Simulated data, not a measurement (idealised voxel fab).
voxel transistor to metal: a process module
Square cell edge 5 nm, section width 210 nm, ID cut.
Notation: cross-section as square-cell grid; stated in bands, top first, going down; one or more cell rows per band.
Band entry format. Leading values: height of top, height of bottom, nm. Remainder: materials in left-to-right order, each with its width in nm. Special words: "all across" on a single material, which then fills the band edge to edge; "blank", empty space.
Convention: height 0 is the level below which the wafer, as received, is all one material. The lowest band does not terminate at the bottom but continues downward, represented as "0 -> down".
A two-number width, for instance "30->40", indicates that the width is equal to the first number in the top row of the band and to the second number in the bottom row, and that it changes by a constant amount per row of cells.
It should be understood that the words "nothing was modified", when stated for a given step, signify that the cross-section underwent no change in any of its cells during that step.
"Unvented voids": sealed empty spaces, 8 cells or more, no open way to top, listed width x height at distance, with distance from the left edge and width, height and distance in nm.
On a step's line, text after the settings is the simulator commenting on that step.
Regarding "overlay nm": on a step with a mask, it is the distance the mask lay to the right of its planned place; a negative value places it to the left.
**The process steps that were planned are listed below**
1 RECEIVE [material Si]
2 OXIDIZE [depth nm 5]
3 CONFORMAL_DEP [material SiN] [thk nm 10]
4 PATTERN [tone cover] [mask id ACTIVE] [material resist] [width nm 110] [thk nm 20] [overlay nm -15]
5 DIRECTIONAL_ETCH [etch materials SiN] [depth nm 10]
6 DIRECTIONAL_ETCH [etch materials SiO2] [depth nm 5]
7 DIRECTIONAL_ETCH [etch materials Si] [depth nm 30]
8 STRIP [etch materials resist]
9 OXIDIZE [depth nm 5]
10 FILL_DEP [material SiO2] [thk nm 10]
11 CMP [height nm 10]
12 SELECTIVE_ETCH [etch materials SiO2] [depth nm 5]
13 STRIP [etch materials SiN]
14 SELECTIVE_ETCH [etch materials SiO2] [depth nm 5]
15 OXIDIZE [depth nm 5]
16 DIRECTIONAL_DEP [material polySi] [thk nm 20]
17 DIRECTIONAL_DEP [material SiCN] [thk nm 10]
18 MASKED_ETCH [tone cover] [mask id GATE] [width nm 30] [etch materials SiCN] [depth nm 20] [overlay nm 0]
19 MASKED_ETCH [tone cover] [mask id GATE] [width nm 30] [etch materials polySi] [depth nm 30] [overlay nm 0]
20 CONFORMAL_DEP [material SiN] [thk nm 5]
21 DIRECTIONAL_ETCH [etch materials SiN] [depth nm 5]
22 DIRECTIONAL_ETCH [etch materials SiO2] [depth nm 5]
23 DIRECTIONAL_ETCH [etch materials Si] [depth nm 15]
24 EPI [material pSi] [thk nm 20]
25 FILL_DEP [material SiO2] [thk nm 10]
26 CMP [height nm 15]
27 STRIP [etch materials polySi]
28 SELECTIVE_ETCH [etch materials SiO2] [depth nm 5]
29 CONFORMAL_DEP [material HfO2] [thk nm 5]
30 CONFORMAL_DEP [material TiN] [thk nm 5]
31 FILL_DEP [material W] [thk nm 10]
32 CMP [height nm 10]
33 DIRECTIONAL_DEP [material SiO2] [thk nm 15]
34 MASKED_ETCH [tone open] [mask id CONTACT] [width nm 15] [pitch nm 75] [etch materials SiO2] [depth nm 30] [overlay nm 0]
35 CONFORMAL_DEP [material TiN] [thk nm 5]
36 FILL_DEP [material Ru] [thk nm 5]
37 CMP [height nm 25]
38 DIRECTIONAL_DEP [material TiN] [thk nm 5]
39 DIRECTIONAL_DEP [material Ru] [thk nm 20]
40 DIRECTIONAL_DEP [material aC] [thk nm 15]
41 PATTERN [tone cover] [mask id METAL_1] [material resist] [width nm 15] [pitch nm 75] [thk nm 35] [overlay nm 0]
42 DIRECTIONAL_ETCH [etch materials aC] [depth nm 15]
43 STRIP [etch materials resist]
44 DIRECTIONAL_ETCH [etch materials Ru] [depth nm 20]
45 DIRECTIONAL_ETCH [etch materials TiN] [depth nm 5]
46 STRIP [etch materials aC]
47 FILL_DEP [material lowk] [thk nm 5]
48 CMP [height nm 50]
49 CONFORMAL_DEP [material SiN] [thk nm 5]
Same starting wafers, different overlay nm at step 4. Plan value belongs to the first wafer.
**Cross-section of the first incoming wafer of several, state after step 1**
- 0 -> down  Si all across
- Unvented voids: none
**First of several wafers: cross-section at the end of the module, after step 49, its last step**
- 55 -> 50  SiN all across
- 50 -> 30  lowk (60) | Ru (15) | lowk (60) | Ru (15) | lowk (60)
- 30 -> 25  lowk (60) | TiN (15) | lowk (60) | TiN (15) | lowk (60)
- 25 -> 15  SiO2 (60) | TiN (5) | Ru (5) | TiN (5) | SiO2 (60) | TiN (5) | Ru (5) | TiN (5) | SiO2 (60)
- 15 -> 10  SiO2 (60) | TiN (15) | SiO2 (60) | TiN (15) | SiO2 (60)
- 10 -> 0  SiO2 (60) | TiN (5) | pSi (20) | SiN (5) | HfO2 (5) | TiN (5) | W (10) | TiN (5) | HfO2 (5) | SiN (5) | pSi (20) | TiN (5) | SiO2 (60)
- 0 -> -5  SiO2 (30) | SiN (5) | SiO2 (25) | TiN (5) | pSi (20) | SiN (5) | HfO2 (5) | TiN (20) | HfO2 (5) | SiN (5) | pSi (20) | SiN (5) | SiO2 (60)
- -5 -> -10  SiO2 (35) | pSi (50) | HfO2 (40) | pSi (20) | SiO2 (65)
- -10 -> -25  SiO2 (40) | pSi (45) | Si (40) | pSi (15) | SiO2 (70)
- -25 -> -40  SiO2 (40) | Si (100) | SiO2 (70)
- -40 -> down  Si all across
- Unvented voids: none
**End of module: cross-section, last of several wafers**
- 55 -> 50  SiN all across
- 50 -> 30  lowk (60) | Ru (15) | lowk (60) | Ru (15) | lowk (60)
- 30 -> 25  lowk (60) | TiN (15) | lowk (60) | TiN (15) | lowk (60)
- 25 -> 15  SiO2 (60) | TiN (5) | Ru (5) | TiN (5) | SiO2 (60) | TiN (5) | Ru (5) | TiN (5) | SiO2 (60)
- 15 -> 10  SiO2 (60) | TiN (15) | SiO2 (60) | TiN (15) | SiO2 (60)
- 10 -> 0  SiO2 (60) | TiN (5) | pSi (20) | SiN (5) | HfO2 (5) | TiN (5) | W (10) | TiN (5) | HfO2 (5) | SiN (5) | pSi (20) | TiN (5) | SiO2 (60)
- 0 -> -5  SiO2 (60) | SiN (5) | pSi (20) | SiN (5) | HfO2 (5) | TiN (20) | HfO2 (5) | SiN (5) | pSi (20) | TiN (5) | SiO2 (25) | SiN (5) | SiO2 (30)
- -5 -> -10  SiO2 (65) | pSi (20) | HfO2 (40) | pSi (50) | SiO2 (35)
- -10 -> -25  SiO2 (70) | pSi (15) | Si (40) | pSi (45) | SiO2 (40)
- -25 -> -40  SiO2 (70) | Si (100) | SiO2 (40)
- -40 -> down  Si all across
- Unvented voids: none
**Here is how to read the rows: every wafer has a row, and it shows the wafer at the end of the module, giving for each material how many cells were gained (+) or lost (-) since the wafer was received, then listing its closed voids**
overlay nm -15, +14 HfO2, +28 Ru, -252 Si, +50 SiN, +331 SiO2, +33 TiN, +4 W, +180 lowk, +74 pSi, Unvented voids: none
overlay nm -10, +14 HfO2, +28 Ru, -252 Si, +50 SiN, +330 SiO2, +34 TiN, +4 W, +180 lowk, +74 pSi, Unvented voids: none
overlay nm -5, +14 HfO2, +28 Ru, -252 Si, +50 SiN, +330 SiO2, +34 TiN, +4 W, +180 lowk, +74 pSi, Unvented voids: none
overlay nm 0, +14 HfO2, +28 Ru, -252 Si, +50 SiN, +330 SiO2, +34 TiN, +4 W, +180 lowk, +74 pSi, Unvented voids: none
overlay nm 5, +14 HfO2, +28 Ru, -252 Si, +50 SiN, +330 SiO2, +34 TiN, +4 W, +180 lowk, +74 pSi, Unvented voids: none
overlay nm 10, +14 HfO2, +28 Ru, -252 Si, +50 SiN, +330 SiO2, +34 TiN, +4 W, +180 lowk, +74 pSi, Unvented voids: none
overlay nm 15, +14 HfO2, +28 Ru, -252 Si, +50 SiN, +331 SiO2, +33 TiN, +4 W, +180 lowk, +74 pSi, Unvented voids: none
